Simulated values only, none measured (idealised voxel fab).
A process module follows: voxel wiring stack.
Each square cell in cross-section cut measures 5 nm, and the section as a whole is 260 nm wide.
Cross-section format: a grid of square cells, given as bands from top to bottom; each band is one or more rows of cells. It is stipulated that each band's entry specify, in nanometres, the height of the top of the band and then that of its bottom, followed by the materials of the band in left-to-right sequence, each together with its width in nanometres. A single material marked by the word "throughout" is understood to fill the band from edge to edge; the word "empty" is understood to denote empty space. Basically, 0 is our baseline, since under it the wafer straight out of the box is all one material. The bottom band has no lower end and keeps on going down, so it looks like "0..down". Per-row width for "30 to 40": begins at first number (top row of band), ends at second number (bottom row), increment between rows held constant. Where the words "no change occurred" appear for a step, the cross-section shows no cell changed by that step; every cell remained as before. Enclosed voids (no open way to top), threshold 8 cells or more, entry "Catalogued sealed voids", notation width x height at distance, distance from left edge, nm. Formally, on a step line, whatever follows the settings is a remark that the simulator itself makes on the step. overlay nm: on a step with a mask, how far right of its planned place the mask lay; negative means left.
### plan
1,RECEIVE [material Si]
2,CONFORMAL_DEP [material SiO2] [thk nm 15]
3,DIRECTIONAL_DEP [material TiN] [thk nm 5]
4,DIRECTIONAL_DEP [material Ru] [thk nm 25]
5,PATTERN [tone cover] [mask id METAL_1] [material resist] [width nm 20] [pitch nm 50] [thk nm 20] [overlay nm 0]
6,DIRECTIONAL_ETCH [etch materials Ru] [depth nm 25]
7,DIRECTIONAL_ETCH [etch materials TiN] [depth nm 5]
8,STRIP [etch materials resist]
9,FILL_DEP [material lowk] [thk nm 10]
10,CMP [height nm 45]
11,CONFORMAL_DEP [material SiCN] [thk nm 5]
12,DIRECTIONAL_DEP [material lowk] [thk nm 25]
13,DIRECTIONAL_DEP [material aC] [thk nm 15]
14,PATTERN [tone open] [mask id METAL_2_HOLES] [material resist] [width nm 15] [thk nm 35] [overlay nm 0]
15,DIRECTIONAL_ETCH [etch materials aC] [depth nm 15]
16,STRIP [etch materials resist]
17,DIRECTIONAL_ETCH [etch materials lowk] [depth nm 25]
18,STRIP [etch materials aC]
19,PATTERN [tone open] [mask id METAL_2] [material resist] [width nm 20] [pitch nm 50] [thk nm 15] [overlay nm 0]
20,DIRECTIONAL_ETCH [etch materials lowk] [depth nm 15]
21,DIRECTIONAL_ETCH [etch materials SiCN] [depth nm 5]
22,STRIP [etch materials resist]
23,CONFORMAL_DEP [material TiN] [thk nm 5]
24,FILL_DEP [material Cu] [thk nm 5]
25,CMP [height nm 75]
26,CONFORMAL_DEP [material SiCN] [thk nm 5]
27,DIRECTIONAL_DEP [material SiO2] [thk nm 30]
28,DIRECTIONAL_DEP [material aC] [thk nm 15]
29,PATTERN [tone open] [mask id METAL_3_HOLES] [material resist] [width nm 15] [thk nm 35] [overlay nm 0]
30,DIRECTIONAL_ETCH [etch materials aC] [depth nm 15]
31,STRIP [etch materials resist]
32,DIRECTIONAL_ETCH [etch materials SiO2] [depth nm 30]
33,STRIP [etch materials aC]
34,DIRECTIONAL_DEP [material aC] [thk nm 10]
35,PATTERN [tone open] [mask id METAL_3] [material resist] [width nm 20] [pitch nm 50] [thk nm 30] [overlay nm 0]
36,DIRECTIONAL_ETCH [etch materials aC] [depth nm 10]
37,STRIP [etch materials resist]
38,DIRECTIONAL_ETCH [etch materials SiO2] [depth nm 15]
39,DIRECTIONAL_ETCH [etch materials SiCN] [depth nm 5]
40,STRIP [etch materials aC]
41,CONFORMAL_DEP [material TiN] [thk nm 5]
42,FILL_DEP [material Cu] [thk nm 10]
43,CMP [height nm 110]
44,CONFORMAL_DEP [material SiCN] [thk nm 5]
45,DIRECTIONAL_DEP [material lowk] [thk nm 15]
46,MASKED_ETCH [tone open] [mask id PLUG_3] [width nm 15] [etch materials lowk] [depth nm 15] [overlay nm 0]
47,MASKED_ETCH [tone open] [mask id PLUG_3] [width nm 15] [etch materials SiCN] [depth nm 5] [overlay nm 0]
48,EPI [material Ru] [thk nm 10]
49,EPI [material Ru] [thk nm 10]
50,DIRECTIONAL_DEP [material TiN] [thk nm 5]
51,DIRECTIONAL_DEP [material Ru] [thk nm 15]
52,DIRECTIONAL_DEP [material aC] [thk nm 15]
53,PATTERN [tone cover] [mask id METAL_4] [material resist] [width nm 20] [pitch nm 50] [thk nm 35] [overlay nm 0]
54,DIRECTIONAL_ETCH [etch materials aC] [depth nm 15]
55,STRIP [etch materials resist]
56,DIRECTIONAL_ETCH [etch materials Ru] [depth nm 15]
57,DIRECTIONAL_ETCH [etch materials TiN] [depth nm 5]
58,STRIP [etch materials aC]
59,FILL_DEP [material lowk] [thk nm 5]
60,CMP [height nm 150]
61,CONFORMAL_DEP [material SiN] [thk nm 5]
### Cross-section of the wafer as it came to us, i.e., already through step 1
- 0..down  Si throughout
- Catalogued sealed voids: none
### Looking at the first of two wafers in cross-section at end of module - ran to plan
- 155..150  SiN throughout
- 150..135  95 of lowk  20 of Ru  30 of lowk  20 of Ru  95 of lowk
- 135..130  95 of lowk  20 of TiN  30 of lowk  20 of TiN  95 of lowk
- 130..115  95 of lowk  15 of Ru  150 of lowk
- 115..110  95 of SiCN  15 of Ru  150 of SiCN
- 110..100  95 of SiO2  5 of TiN  10 of Cu  5 of TiN  30 of SiO2  5 of TiN  10 of Cu  5 of TiN  95 of SiO2
- 100..95  95 of SiO2  5 of TiN  5 of Cu  10 of TiN  30 of SiO2  20 of TiN  95 of SiO2
- 95..80  95 of SiO2  5 of TiN  5 of Cu  5 of TiN  150 of SiO2
- 80..75  95 of SiCN  15 of TiN  150 of SiCN
- 75..65  95 of lowk  5 of TiN  10 of Cu  5 of TiN  30 of lowk  5 of TiN  10 of Cu  5 of TiN  95 of lowk
- 65..60  95 of lowk  5 of TiN  5 of Cu  10 of TiN  30 of lowk  20 of TiN  95 of lowk
- 60..50  95 of lowk  5 of TiN  5 of Cu  5 of TiN  150 of lowk
- 50..45  95 of SiCN  15 of TiN  150 of SiCN
- 45..20  95 of lowk  20 of Ru  30 of lowk  20 of Ru  95 of lowk
- 20..15  95 of lowk  20 of TiN  30 of lowk  20 of TiN  95 of lowk
- 15..0  SiO2 throughout
- 0..down  Si throughout
- Catalogued sealed voids: none
### Second wafer of the two, sectioned at the end of the module. It began like the first and followed the same plan, but one mistake was made while running it
- 155..150  SiN throughout
- 150..135  95 of lowk  20 of Ru  30 of lowk  20 of Ru  95 of lowk
- 135..130  95 of lowk  20 of TiN  30 of lowk  20 of TiN  95 of lowk
- 130..115  95 of lowk  15 of Ru  150 of lowk
- 115..110  95 of SiCN  15 of Ru  150 of SiCN
- 110..100  95 of SiO2  5 of TiN  10 of Cu  5 of TiN  30 of SiO2  5 of TiN  10 of Cu  5 of TiN  95 of SiO2
- 100..95  95 of SiO2  5 of TiN  5 of Cu  10 of TiN  30 of SiO2  20 of TiN  95 of SiO2
- 95..80  95 of SiO2  5 of TiN  5 of Cu  5 of TiN  150 of SiO2
- 80..75  95 of SiCN  15 of TiN  150 of SiCN
- 75..60  95 of lowk  5 of TiN  10 of Cu  5 of TiN  30 of lowk  5 of TiN  10 of Cu  5 of TiN  95 of lowk
- 60..55  95 of lowk  5 of TiN  5 of Cu  10 of TiN  30 of lowk  20 of TiN  95 of lowk
- 55..50  95 of lowk  5 of TiN  5 of Cu  5 of TiN  150 of lowk
- 50..45  95 of SiCN  15 of TiN  150 of SiCN
- 45..20  95 of lowk  20 of Ru  30 of lowk  20 of Ru  95 of lowk
- 20..15  95 of lowk  20 of TiN  30 of lowk  20 of TiN  95 of lowk
- 15..0  SiO2 throughout
- 0..down  Si throughout
- Catalogued sealed voids: none
Here's what went sideways: step 20 did not happen as planned, as run it was DIRECTIONAL_ETCH [etch materials lowk] [depth nm 20]
Heads up, by the end the second wafer has more or fewer cells of some materials compared to the first: 3 more of Cu; 2 more of TiN; 5 fewer of lowk
